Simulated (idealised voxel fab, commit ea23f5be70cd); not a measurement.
The process module that follows is named voxel released beams.
The width of the displayed cross-section, cut, is 255 nm; its cells are square, with a size of 5 nm.
Think of the cross-section as a grid of square cells. We describe it in bands, top to bottom, and each band covers one or more rows of those cells. Top height, bottom height, nm. Materials left to right, width each, nm. Single material + "full width" = fills band edge to edge. "blank" = empty. Height 0 is the level under which the wafer as received is all one material. The lowest band goes on downwards, as in "0 nm and below". It should be noted that a width expressed as "30 to 40" varies in equal increments from row to row of cells within the band, taking the value of the first number at the top row and that of the second number at the bottom row. Given "nothing altered" for a step, no cell of the cross-section differs between before and after that step. If an empty space has no open way to the top and is at least 8 cells in size, "Closed empty spaces" lists it, written width x height at distance, where distance is measured from the left edge and every value is in nm. The remark found on a step's line after its settings is issued by the simulator itself and pertains to that step. Each step line may optionally specify "overlay nm", which for a step with a mask gives the rightward distance between the mask's planned place and where it lay, a negative value indicating the leftward direction. Pairs follow: section before one process step, section after it down to the lowest changed band, step with settings underneath. Pairs may come from different runs of this module on the same starting wafer; continuity with the pair above only as stated in the "Geometry before processing" entry.

Geometry before processing:
> 0 nm and below: Si full width
> Closed empty spaces: none

Section After Processing:
> 10 nm to 0 nm: Al2O3 full width
> Note: structure below 0 unchanged.
> Closed empty spaces: none
Step applied between the pre-step and post-step cross-sections shown above: CONFORMAL_DEP (material Al2O3; thk nm 10)

Geometry before processing: refer to the pair immediately above; the cross-section shown after its step is the state before this one.

Section After Processing:
> 25 nm to 10 nm: SiO2 full width
> Note: structure below 10 unchanged.
> Closed empty spaces: none
Step applied between the pre-step and post-step cross-sections shown above: DIRECTIONAL_DEP (material SiO2; thk nm 15)

Geometry before processing: refer to the pair immediately above; the cross-section shown after its step is the state before this one.

Section After Processing:
> 40 nm to 25 nm: resist=70, blank=35, resist=150
> Note: structure below 25 unchanged.
> Closed empty spaces: none
Step applied between the pre-step and post-step cross-sections shown above: PATTERN (tone open; mask id ANCHOR; material resist; width nm 35; thk nm 15; overlay nm 0)

Geometry before processing: refer to the pair immediately above; the cross-section shown after its step is the state before this one.

Section After Processing:
> 40 nm to 25 nm: resist=70, blank=35, resist=150
> 25 nm to 10 nm: SiO2=70, blank=35, SiO2=150
> Note: structure below 10 unchanged.
> Closed empty spaces: none
Step applied between the pre-step and post-step cross-sections shown above: DIRECTIONAL_ETCH (etch materials SiO2; depth nm 15)

Geometry before processing: refer to the pair immediately above; the cross-section shown after its step is the state before this one.

Section After Processing:
> 25 nm to 10 nm: SiO2=70, blank=35, SiO2=150
> Note: structure below 10 unchanged.
> Closed empty spaces: none
Step applied between the pre-step and post-step cross-sections shown above: STRIP (etch materials resist)

Geometry before processing: refer to the pair immediately above; the cross-section shown after its step is the state before this one.

Section After Processing:
> 35 nm to 25 nm: polySi=80, blank=15, polySi=160
> 25 nm to 20 nm: SiO2=70, polySi=10, blank=15, polySi=10, SiO2=150
> 20 nm to 10 nm: SiO2=70, polySi=35, SiO2=150
> Note: structure below 10 unchanged.
> Closed empty spaces: none
Step applied between the pre-step and post-step cross-sections shown above: CONFORMAL_DEP (material polySi; thk nm 10)

Geometry before processing: refer to the pair immediately above; the cross-section shown after its step is the state before this one.

Section After Processing:
> 50 nm to 35 nm: blank=65, resist=120, blank=70
> 35 nm to 25 nm: polySi=80, resist=15, polySi=160
> 25 nm to 20 nm: SiO2=70, polySi=10, resist=15, polySi=10, SiO2=150
> Note: structure below 20 unchanged.
> Closed empty spaces: none
Step applied between the pre-step and post-step cross-sections shown above: PATTERN (tone cover; mask id BEAM; material resist; width nm 120; thk nm 15; overlay nm 0)

Geometry before processing: refer to the pair immediately above; the cross-section shown after its step is the state before this one.

Section After Processing:
> 50 nm to 35 nm: blank=65, resist=120, blank=70
> 35 nm to 25 nm: blank=65, polySi=15, resist=15, polySi=90, blank=70
> Note: structure below 25 unchanged.
> Closed empty spaces: none
Step applied between the pre-step and post-step cross-sections shown above: DIRECTIONAL_ETCH (etch materials polySi; depth nm 10)

Geometry before processing: refer to the pair immediately above; the cross-section shown after its step is the state before this one.

Section After Processing:
> 35 nm to 25 nm: blank=65, polySi=15, blank=15, polySi=90, blank=70
> 25 nm to 20 nm: SiO2=70, polySi=10, blank=15, polySi=10, SiO2=150
> Note: structure below 20 unchanged.
> Closed empty spaces: none
Step applied between the pre-step and post-step cross-sections shown above: STRIP (etch materials resist)

Geometry before processing: refer to the pair immediately above; the cross-section shown after its step is the state before this one.

Section After Processing:
> 35 nm to 25 nm: blank=65, polySi=15, blank=15, polySi=90, blank=70
> 25 nm to 20 nm: blank=70, polySi=10, blank=15, polySi=10, blank=150
> 20 nm to 10 nm: blank=70, polySi=35, blank=150
> Note: structure below 10 unchanged.
> Closed empty spaces: none
Step applied between the pre-step and post-step cross-sections shown above: STRIP (etch materials SiO2)

Geometry before processing:
> 0 nm and below: Si full width
> Closed empty spaces: none

Section After Processing:
> 15 nm to 0 nm: SiO2 full width
> Note: structure below 0 unchanged.
> Closed empty spaces: none
Step applied between the pre-step and post-step cross-sections shown above: DIRECTIONAL_DEP (material SiO2; thk nm 15)

Geometry before processing: refer to the pair immediately above; the cross-section shown after its step is the state before this one.

Section After Processing:
> 30 nm to 15 nm: resist=70, blank=35, resist=150
> Note: structure below 15 unchanged.
> Closed empty spaces: none
Step applied between the pre-step and post-step cross-sections shown above: PATTERN (tone open; mask id ANCHOR; material resist; width nm 35; thk nm 15; overlay nm 0)

Geometry before processing: refer to the pair immediately above; the cross-section shown after its step is the state before this one.

Section After Processing:
> 30 nm to 15 nm: resist=70, blank=35, resist=150
> 15 nm to 0 nm: SiO2=70, blank=35, SiO2=150
> Note: structure below 0 unchanged.
> Closed empty spaces: none
Step applied between the pre-step and post-step cross-sections shown above: DIRECTIONAL_ETCH (etch materials SiO2; depth nm 15)

Geometry before processing: refer to the pair immediately above; the cross-section shown after its step is the state before this one.

Section After Processing:
> 15 nm to 0 nm: SiO2=70, blank=35, SiO2=150
> Note: structure below 0 unchanged.
> Closed empty spaces: none
Step applied between the pre-step and post-step cross-sections shown above: STRIP (etch materials resist)

Geometry before processing: refer to the pair immediately above; the cross-section shown after its step is the state before this one.

Section After Processing:
> 25 nm to 15 nm: polySi=80, blank=15, polySi=160
> 15 nm to 10 nm: SiO2=70, polySi=10, blank=15, polySi=10, SiO2=150
> 10 nm to 0 nm: SiO2=70, polySi=35, SiO2=150
> Note: structure below 0 unchanged.
> Closed empty spaces: none
Step applied between the pre-step and post-step cross-sections shown above: CONFORMAL_DEP (material polySi; thk nm 10)

Geometry before processing: refer to the pair immediately above; the cross-section shown after its step is the state before this one.

Section After Processing:
> 40 nm to 25 nm: blank=65, resist=120, blank=70
> 25 nm to 15 nm: polySi=80, resist=15, polySi=160
> 15 nm to 10 nm: SiO2=70, polySi=10, resist=15, polySi=10, SiO2=150
> Note: structure below 10 unchanged.
> Closed empty spaces: none
Step applied between the pre-step and post-step cross-sections shown above: PATTERN (tone cover; mask id BEAM; material resist; width nm 120; thk nm 15; overlay nm 0)

Geometry before processing: refer to the pair immediately above; the cross-section shown after its step is the state before this one.

Section After Processing:
> 40 nm to 25 nm: blank=65, resist=120, blank=70
> 25 nm to 15 nm: blank=65, polySi=15, resist=15, polySi=90, blank=70
> Note: structure below 15 unchanged.
> Closed empty spaces: none
Step applied between the pre-step and post-step cross-sections shown above: DIRECTIONAL_ETCH (etch materials polySi; depth nm 10)

Geometry before processing: refer to the pair immediately above; the cross-section shown after its step is the state before this one.

Section After Processing:
> 25 nm to 15 nm: blank=65, polySi=15, blank=15, polySi=90, blank=70
> 15 nm to 10 nm: SiO2=70, polySi=10, blank=15, polySi=10, SiO2=150
> Note: structure below 10 unchanged.
> Closed empty spaces: none
Step applied between the pre-step and post-step cross-sections shown above: STRIP (etch materials resist)

Geometry before processing: refer to the pair immediately above; the cross-section shown after its step is the state before this one.

Section After Processing:
> 25 nm to 15 nm: blank=65, polySi=15, blank=15, polySi=90, blank=70
> 15 nm to 10 nm: blank=70, polySi=10, blank=15, polySi=10, blank=150
> 10 nm to 0 nm: blank=70, polySi=35, blank=150
> Note: structure below 0 unchanged.
> Closed empty spaces: none
Step applied between the pre-step and post-step cross-sections shown above: STRIP (etch materials SiO2)

Geometry before processing:
> 15 nm to 0 nm: SiO2 full width
> 0 nm and below: Si full width
> Closed empty spaces: none

Section After Processing:
> 25 nm to 15 nm: Al2O3 full width
> Note: structure below 15 unchanged.
> Closed empty spaces: none
Step applied between the pre-step and post-step cross-sections shown above: CONFORMAL_DEP (material Al2O3; thk nm 10)

Geometry before processing: refer to the pair immediately above; the cross-section shown after its step is the state before this one.

Section After Processing:
> 40 nm to 25 nm: resist=70, blank=35, resist=150
> Note: structure below 25 unchanged.
> Closed empty spaces: none
Step applied between the pre-step and post-step cross-sections shown above: PATTERN (tone open; mask id ANCHOR; material resist; width nm 35; thk nm 15; overlay nm 0)

Geometry before processing: refer to the pair immediately above; the cross-section shown after its step is the state before this one.

Section After Processing:
> 25 nm to 15 nm: Al2O3 full width
> Note: structure below 15 unchanged.
> Closed empty spaces: none
Step applied between the pre-step and post-step cross-sections shown above: STRIP (etch materials resist)

Geometry before processing: refer to the pair immediately above; the cross-section shown after its step is the state before this one.

Section After Processing:
> 35 nm to 25 nm: polySi full width
> Note: structure below 25 unchanged.
> Closed empty spaces: none
Step applied between the pre-step and post-step cross-sections shown above: CONFORMAL_DEP (material polySi; thk nm 10)

Geometry before processing: refer to the pair immediately above; the cross-section shown after its step is the state before this one.

Section After Processing:
> 50 nm to 35 nm: blank=65, resist=120, blank=70
> Note: structure below 35 unchanged.
> Closed empty spaces: none
Step applied between the pre-step and post-step cross-sections shown above: PATTERN (tone cover; mask id BEAM; material resist; width nm 120; thk nm 15; overlay nm 0)

Geometry before processing: refer to the pair immediately above; the cross-section shown after its step is the state before this one.

Section After Processing:
> 50 nm to 35 nm: blank=65, resist=120, blank=70
> 35 nm to 25 nm: blank=65, polySi=120, blank=70
> Note: structure below 25 unchanged.
> Closed empty spaces: none
Step applied between the pre-step and post-step cross-sections shown above: DIRECTIONAL_ETCH (etch materials polySi; depth nm 10)

Geometry before processing: refer to the pair immediately above; the cross-section shown after its step is the state before this one.

Section After Processing:
> 35 nm to 25 nm: blank=65, polySi=120, blank=70
> Note: structure below 25 unchanged.
> Closed empty spaces: none
Step applied between the pre-step and post-step cross-sections shown above: STRIP (etch materials resist)

Geometry before processing:
> 10 nm to 0 nm: Al2O3 full width
> 0 nm and below: Si full width
> Closed empty spaces: none

Section After Processing:
> 20 nm to 10 nm: SiO2 full width
> Note: structure below 10 unchanged.
> Closed empty spaces: none
Step applied between the pre-step and post-step cross-sections shown above: DIRECTIONAL_DEP (material SiO2; thk nm 10)

Geometry before processing: refer to the pair immediately above; the cross-section shown after its step is the state before this one.

Section After Processing:
> 35 nm to 20 nm: resist=70, blank=35, resist=150
> Note: structure below 20 unchanged.
> Closed empty spaces: none
Step applied between the pre-step and post-step cross-sections shown above: PATTERN (tone open; mask id ANCHOR; material resist; width nm 35; thk nm 15; overlay nm 0)

Geometry before processing: refer to the pair immediately above; the cross-section shown after its step is the state before this one.

Section After Processing:
> 35 nm to 20 nm: resist=70, blank=35, resist=150
> 20 nm to 10 nm: SiO2=70, blank=35, SiO2=150
> Note: structure below 10 unchanged.
> Closed empty spaces: none
Step applied between the pre-step and post-step cross-sections shown above: DIRECTIONAL_ETCH (etch materials SiO2; depth nm 15)

Geometry before processing: refer to the pair immediately above; the cross-section shown after its step is the state before this one.

Section After Processing:
> 20 nm to 10 nm: SiO2=70, blank=35, SiO2=150
> Note: structure below 10 unchanged.
> Closed empty spaces: none
Step applied between the pre-step and post-step cross-sections shown above: STRIP (etch materials resist)

Geometry before processing: refer to the pair immediately above; the cross-section shown after its step is the state before this one.

Section After Processing:
> 30 nm to 20 nm: polySi=80, blank=15, polySi=160
> 20 nm to 10 nm: SiO2=70, polySi=35, SiO2=150
> Note: structure below 10 unchanged.
> Closed empty spaces: none
Step applied between the pre-step and post-step cross-sections shown above: CONFORMAL_DEP (material polySi; thk nm 10)

Geometry before processing: refer to the pair immediately above; the cross-section shown after its step is the state before this one.

Section After Processing:
> 45 nm to 30 nm: blank=65, resist=120, blank=70
> 30 nm to 20 nm: polySi=80, resist=15, polySi=160
> Note: structure below 20 unchanged.
> Closed empty spaces: none
Step applied between the pre-step and post-step cross-sections shown above: PATTERN (tone cover; mask id BEAM; material resist; width nm 120; thk nm 15; overlay nm 0)

Geometry before processing: refer to the pair immediately above; the cross-section shown after its step is the state before this one.

Section After Processing:
> 45 nm to 30 nm: blank=65, resist=120, blank=70
> 30 nm to 20 nm: blank=65, polySi=15, resist=15, polySi=90, blank=70
> Note: structure below 20 unchanged.
> Closed empty spaces: none
Step applied between the pre-step and post-step cross-sections shown above: DIRECTIONAL_ETCH (etch materials polySi; depth nm 10)

Geometry before processing: refer to the pair immediately above; the cross-section shown after its step is the state before this one.

Section After Processing:
> 30 nm to 20 nm: blank=65, polySi=15, blank=15, polySi=90, blank=70
> Note: structure below 20 unchanged.
> Closed empty spaces: none
Step applied between the pre-step and post-step cross-sections shown above: STRIP (etch materials resist)

Geometry before processing: refer to the pair immediately above; the cross-section shown after its step is the state before this one.

Section After Processing:
> 30 nm to 20 nm: blank=65, polySi=15, blank=15, polySi=90, blank=70
> 20 nm to 10 nm: blank=70, polySi=35, blank=150
> Note: structure below 10 unchanged.
> Closed empty spaces: none
Step applied between the pre-step and post-step cross-sections shown above: STRIP (etch materials SiO2)

Geometry before processing:
> 25 nm to 10 nm: SiO2 full width
> 10 nm to 0 nm: Al2O3 full width
> 0 nm and below: Si full width
> Closed empty spaces: none

Section After Processing:
> 40 nm to 25 nm: resist=75, blank=30, resist=150
> Note: structure below 25 unchanged.
> Closed empty spaces: none
Step applied between the pre-step and post-step cross-sections shown above: PATTERN (tone open; mask id ANCHOR; material resist; width nm 30; thk nm 15; overlay nm 0)

Geometry before processing: refer to the pair immediately above; the cross-section shown after its step is the state before this one.

Section After Processing:
> 40 nm to 25 nm: resist=75, blank=30, resist=150
> 25 nm to 10 nm: SiO2=75, blank=30, SiO2=150
> Note: structure below 10 unchanged.
> Closed empty spaces: none
Step applied between the pre-step and post-step cross-sections shown above: DIRECTIONAL_ETCH (etch materials SiO2; depth nm 15)

Geometry before processing: refer to the pair immediately above; the cross-section shown after its step is the state before this one.

Section After Processing:
> 25 nm to 10 nm: SiO2=75, blank=30, SiO2=150
> Note: structure below 10 unchanged.
> Closed empty spaces: none
Step applied between the pre-step and post-step cross-sections shown above: STRIP (etch materials resist)

Geometry before processing: refer to the pair immediately above; the cross-section shown after its step is the state before this one.

Section After Processing:
> 35 nm to 25 nm: polySi=85, blank=10, polySi=160
> 25 nm to 20 nm: SiO2=75, polySi=10, blank=10, polySi=10, SiO2=150
> 20 nm to 10 nm: SiO2=75, polySi=30, SiO2=150
> Note: structure below 10 unchanged.
> Closed empty spaces: none
Step applied between the pre-step and post-step cross-sections shown above: CONFORMAL_DEP (material polySi; thk nm 10)

Geometry before processing: refer to the pair immediately above; the cross-section shown after its step is the state before this one.

Section After Processing:
> 50 nm to 35 nm: blank=65, resist=120, blank=70
> 35 nm to 25 nm: polySi=85, resist=10, polySi=160
> 25 nm to 20 nm: SiO2=75, polySi=10, resist=10, polySi=10, SiO2=150
> Note: structure below 20 unchanged.
> Closed empty spaces: none
Step applied between the pre-step and post-step cross-sections shown above: PATTERN (tone cover; mask id BEAM; material resist; width nm 120; thk nm 15; overlay nm 0)

Geometry before processing: refer to the pair immediately above; the cross-section shown after its step is the state before this one.

Section After Processing:
> 50 nm to 35 nm: blank=65, resist=120, blank=70
> 35 nm to 25 nm: blank=65, polySi=20, resist=10, polySi=90, blank=70
> Note: structure below 25 unchanged.
> Closed empty spaces: none
Step applied between the pre-step and post-step cross-sections shown above: DIRECTIONAL_ETCH (etch materials polySi; depth nm 10)

Geometry before processing: refer to the pair immediately above; the cross-section shown after its step is the state before this one.

Section After Processing:
> 35 nm to 25 nm: blank=65, polySi=20, blank=10, polySi=90, blank=70
> 25 nm to 20 nm: SiO2=75, polySi=10, blank=10, polySi=10, SiO2=150
> Note: structure below 20 unchanged.
> Closed empty spaces: none
Step applied between the pre-step and post-step cross-sections shown above: STRIP (etch materials resist)

Geometry before processing: refer to the pair immediately above; the cross-section shown after its step is the state before this one.

Section After Processing:
> 35 nm to 25 nm: blank=65, polySi=20, blank=10, polySi=90, blank=70
> 25 nm to 20 nm: blank=75, polySi=10, blank=10, polySi=10, blank=150
> 20 nm to 10 nm: blank=75, polySi=30, blank=150
> Note: structure below 10 unchanged.
> Closed empty spaces: none
Step applied between the pre-step and post-step cross-sections shown above: STRIP (etch materials SiO2)

Geometry before processing:
> 25 nm to 10 nm: SiO2 full width
> 10 nm to 0 nm: Al2O3 full width
> 0 nm and below: Si full width
> Closed empty spaces: none

Section After Processing:
> 40 nm to 25 nm: resist=80, blank=35, resist=140
> Note: structure below 25 unchanged.
> Closed empty spaces: none
Step applied between the pre-step and post-step cross-sections shown above: PATTERN (tone open; mask id ANCHOR; material resist; width nm 35; thk nm 15; overlay nm 10)

Geometry before processing: refer to the pair immediately above; the cross-section shown after its step is the state before this one.

Section After Processing:
> 40 nm to 25 nm: resist=80, blank=35, resist=140
> 25 nm to 10 nm: SiO2=80, blank=35, SiO2=140
> Note: structure below 10 unchanged.
> Closed empty spaces: none
Step applied between the pre-step and post-step cross-sections shown above: DIRECTIONAL_ETCH (etch materials SiO2; depth nm 15)

Geometry before processing: refer to the pair immediately above; the cross-section shown after its step is the state before this one.

Section After Processing:
> 25 nm to 10 nm: SiO2=80, blank=35, SiO2=140
> Note: structure below 10 unchanged.
> Closed empty spaces: none
Step applied between the pre-step and post-step cross-sections shown above: STRIP (etch materials resist)

Geometry before processing: refer to the pair immediately above; the cross-section shown after its step is the state before this one.

Section After Processing:
> 35 nm to 25 nm: polySi=90, blank=15, polySi=150
> 25 nm to 20 nm: SiO2=80, polySi=10, blank=15, polySi=10, SiO2=140
> 20 nm to 10 nm: SiO2=80, polySi=35, SiO2=140
> Note: structure below 10 unchanged.
> Closed empty spaces: none
Step applied between the pre-step and post-step cross-sections shown above: CONFORMAL_DEP (material polySi; thk nm 10)

Geometry before processing: refer to the pair immediately above; the cross-section shown after its step is the state before this one.

Section After Processing:
> 50 nm to 35 nm: blank=65, resist=120, blank=70
> 35 nm to 25 nm: polySi=90, resist=15, polySi=150
> 25 nm to 20 nm: SiO2=80, polySi=10, resist=15, polySi=10, SiO2=140
> Note: structure below 20 unchanged.
> Closed empty spaces: none
Step applied between the pre-step and post-step cross-sections shown above: PATTERN (tone cover; mask id BEAM; material resist; width nm 120; thk nm 15; overlay nm 0)

Geometry before processing: refer to the pair immediately above; the cross-section shown after its step is the state before this one.

Section After Processing:
> 50 nm to 35 nm: blank=65, resist=120, blank=70
> 35 nm to 25 nm: blank=65, polySi=25, resist=15, polySi=80, blank=70
> Note: structure below 25 unchanged.
> Closed empty spaces: none
Step applied between the pre-step and post-step cross-sections shown above: DIRECTIONAL_ETCH (etch materials polySi; depth nm 10)

Geometry before processing: refer to the pair immediately above; the cross-section shown after its step is the state before this one.

Section After Processing:
> 35 nm to 25 nm: blank=65, polySi=25, blank=15, polySi=80, blank=70
> 25 nm to 20 nm: SiO2=80, polySi=10, blank=15, polySi=10, SiO2=140
> Note: structure below 20 unchanged.
> Closed empty spaces: none
Step applied between the pre-step and post-step cross-sections shown above: STRIP (etch materials resist)

Geometry before processing: refer to the pair immediately above; the cross-section shown after its step is the state before this one.

Section After Processing:
> 35 nm to 25 nm: blank=65, polySi=25, blank=15, polySi=80, blank=70
> 25 nm to 20 nm: blank=80, polySi=10, blank=15, polySi=10, blank=140
> 20 nm to 10 nm: blank=80, polySi=35, blank=140
> Note: structure below 10 unchanged.
> Closed empty spaces: none
Step applied between the pre-step and post-step cross-sections shown above: STRIP (etch materials SiO2)

Geometry before processing:
> 0 nm and below: Si full width
> Closed empty spaces: none

Section After Processing:
> 10 nm to 0 nm: polySi full width
> Note: structure below 0 unchanged.
> Closed empty spaces: none
Step applied between the pre-step and post-step cross-sections shown above: CONFORMAL_DEP (material polySi; thk nm 10)

Geometry before processing: refer to the pair immediately above; the cross-section shown after its step is the state before this one.

Section After Processing:
> 25 nm to 10 nm: SiO2 full width
> Note: structure below 10 unchanged.
> Closed empty spaces: none
Step applied between the pre-step and post-step cross-sections shown above: DIRECTIONAL_DEP (material SiO2; thk nm 15)

Geometry before processing: refer to the pair immediately above; the cross-section shown after its step is the state before this one.

Section After Processing:
> 40 nm to 25 nm: resist=70, blank=35, resist=150
> Note: structure below 25 unchanged.
> Closed empty spaces: none
Step applied between the pre-step and post-step cross-sections shown above: PATTERN (tone open; mask id ANCHOR; material resist; width nm 35; thk nm 15; overlay nm 0)

Geometry before processing: refer to the pair immediately above; the cross-section shown after its step is the state before this one.

Section After Processing:
> 40 nm to 25 nm: resist=70, blank=35, resist=150
> 25 nm to 10 nm: SiO2=70, blank=35, SiO2=150
> Note: structure below 10 unchanged.
> Closed empty spaces: none
Step applied between the pre-step and post-step cross-sections shown above: DIRECTIONAL_ETCH (etch materials SiO2; depth nm 15)

Geometry before processing: refer to the pair immediately above; the cross-section shown after its step is the state before this one.

Section After Processing:
> 25 nm to 10 nm: SiO2=70, blank=35, SiO2=150
> Note: structure below 10 unchanged.
> Closed empty spaces: none
Step applied between the pre-step and post-step cross-sections shown above: STRIP (etch materials resist)

Geometry before processing: refer to the pair immediately above; the cross-section shown after its step is the state before this one.

Section After Processing:
> 35 nm to 25 nm: polySi=80, blank=15, polySi=160
> 25 nm to 20 nm: SiO2=70, polySi=10, blank=15, polySi=10, SiO2=150
> 20 nm to 10 nm: SiO2=70, polySi=35, SiO2=150
> Note: structure below 10 unchanged.
> Closed empty spaces: none
Step applied between the pre-step and post-step cross-sections shown above: CONFORMAL_DEP (material polySi; thk nm 10)

Geometry before processing: refer to the pair immediately above; the cross-section shown after its step is the state before this one.

Section After Processing:
> 50 nm to 35 nm: blank=65, resist=120, blank=70
> 35 nm to 25 nm: polySi=80, resist=15, polySi=160
> 25 nm to 20 nm: SiO2=70, polySi=10, resist=15, polySi=10, SiO2=150
> Note: structure below 20 unchanged.
> Closed empty spaces: none
Step applied between the pre-step and post-step cross-sections shown above: PATTERN (tone cover; mask id BEAM; material resist; width nm 120; thk nm 15; overlay nm 0)

Geometry before processing: refer to the pair immediately above; the cross-section shown after its step is the state before this one.

Section After Processing:
> 50 nm to 35 nm: blank=65, resist=120, blank=70
> 35 nm to 25 nm: blank=65, polySi=15, resist=15, polySi=90, blank=70
> Note: structure below 25 unchanged.
> Closed empty spaces: none
Step applied between the pre-step and post-step cross-sections shown above: DIRECTIONAL_ETCH (etch materials polySi; depth nm 10)

Geometry before processing: refer to the pair immediately above; the cross-section shown after its step is the state before this one.

Section After Processing:
> 35 nm to 25 nm: blank=65, polySi=15, blank=15, polySi=90, blank=70
> 25 nm to 20 nm: SiO2=70, polySi=10, blank=15, polySi=10, SiO2=150
> Note: structure below 20 unchanged.
> Closed empty spaces: none
Step applied between the pre-step and post-step cross-sections shown above: STRIP (etch materials resist)

Geometry before processing: refer to the pair immediately above; the cross-section shown after its step is the state before this one.

Section After Processing:
> 35 nm to 25 nm: blank=65, polySi=15, blank=15, polySi=90, blank=70
> 25 nm to 20 nm: blank=70, polySi=10, blank=15, polySi=10, blank=150
> 20 nm to 10 nm: blank=70, polySi=35, blank=150
> Note: structure below 10 unchanged.
> Closed empty spaces: none
Step applied between the pre-step and post-step cross-sections shown above: STRIP (etch materials SiO2)

Geometry before processing:
> 25 nm to 10 nm: SiO2 full width
> 10 nm to 0 nm: Al2O3 full width
> 0 nm and below: Si full width
> Closed empty spaces: none

Section After Processing:
> 40 nm to 25 nm: blank=70, resist=35, blank=150
> Note: structure below 25 unchanged.
> Closed empty spaces: none
Step applied between the pre-step and post-step cross-sections shown above: PATTERN (tone cover; mask id ANCHOR; material resist; width nm 35; thk nm 15; overlay nm 0)

Geometry before processing: refer to the pair immediately above; the cross-section shown after its step is the state before this one.

Section After Processing:
> 40 nm to 25 nm: blank=70, resist=35, blank=150
> 25 nm to 10 nm: blank=70, SiO2=35, blank=150
> Note: structure below 10 unchanged.
> Closed empty spaces: none
Step applied between the pre-step and post-step cross-sections shown above: DIRECTIONAL_ETCH (etch materials SiO2; depth nm 15)

Geometry before processing: refer to the pair immediately above; the cross-section shown after its step is the state before this one.

Section After Processing:
> 25 nm to 10 nm: blank=70, SiO2=35, blank=150
> Note: structure below 10 unchanged.
> Closed empty spaces: none
Step applied between the pre-step and post-step cross-sections shown above: STRIP (etch materials resist)

Geometry before processing: refer to the pair immediately above; the cross-section shown after its step is the state before this one.

Section After Processing:
> 35 nm to 25 nm: blank=60, polySi=55, blank=140
> 25 nm to 20 nm: blank=60, polySi=10, SiO2=35, polySi=10, blank=140
> 20 nm to 10 nm: polySi=70, SiO2=35, polySi=150
> Note: structure below 10 unchanged.
> Closed empty spaces: none
Step applied between the pre-step and post-step cross-sections shown above: CONFORMAL_DEP (material polySi; thk nm 10)

Geometry before processing: refer to the pair immediately above; the cross-section shown after its step is the state before this one.

Section After Processing:
> 50 nm to 35 nm: blank=65, resist=120, blank=70
> 35 nm to 25 nm: blank=60, polySi=55, resist=70, blank=70
> 25 nm to 20 nm: blank=60, polySi=10, SiO2=35, polySi=10, resist=70, blank=70
> Note: structure below 20 unchanged.
> Closed empty spaces: none
Step applied between the pre-step and post-step cross-sections shown above: PATTERN (tone cover; mask id BEAM; material resist; width nm 120; thk nm 15; overlay nm 0)

Geometry before processing: refer to the pair immediately above; the cross-section shown after its step is the state before this one.

Section After Processing:
> 50 nm to 35 nm: blank=65, resist=120, blank=70
> 35 nm to 25 nm: blank=65, polySi=50, resist=70, blank=70
> 25 nm to 20 nm: blank=60, polySi=10, SiO2=35, polySi=10, resist=70, blank=70
> 20 nm to 10 nm: blank=60, polySi=10, SiO2=35, polySi=80, blank=70
> Note: structure below 10 unchanged.
> Closed empty spaces: none
Step applied between the pre-step and post-step cross-sections shown above: DIRECTIONAL_ETCH (etch materials polySi; depth nm 10)

Geometry before processing: refer to the pair immediately above; the cross-section shown after its step is the state before this one.

Section After Processing:
> 35 nm to 25 nm: blank=65, polySi=50, blank=140
> 25 nm to 20 nm: blank=60, polySi=10, SiO2=35, polySi=10, blank=140
> Note: structure below 20 unchanged.
> Closed empty spaces: none
Step applied between the pre-step and post-step cross-sections shown above: STRIP (etch materials resist)
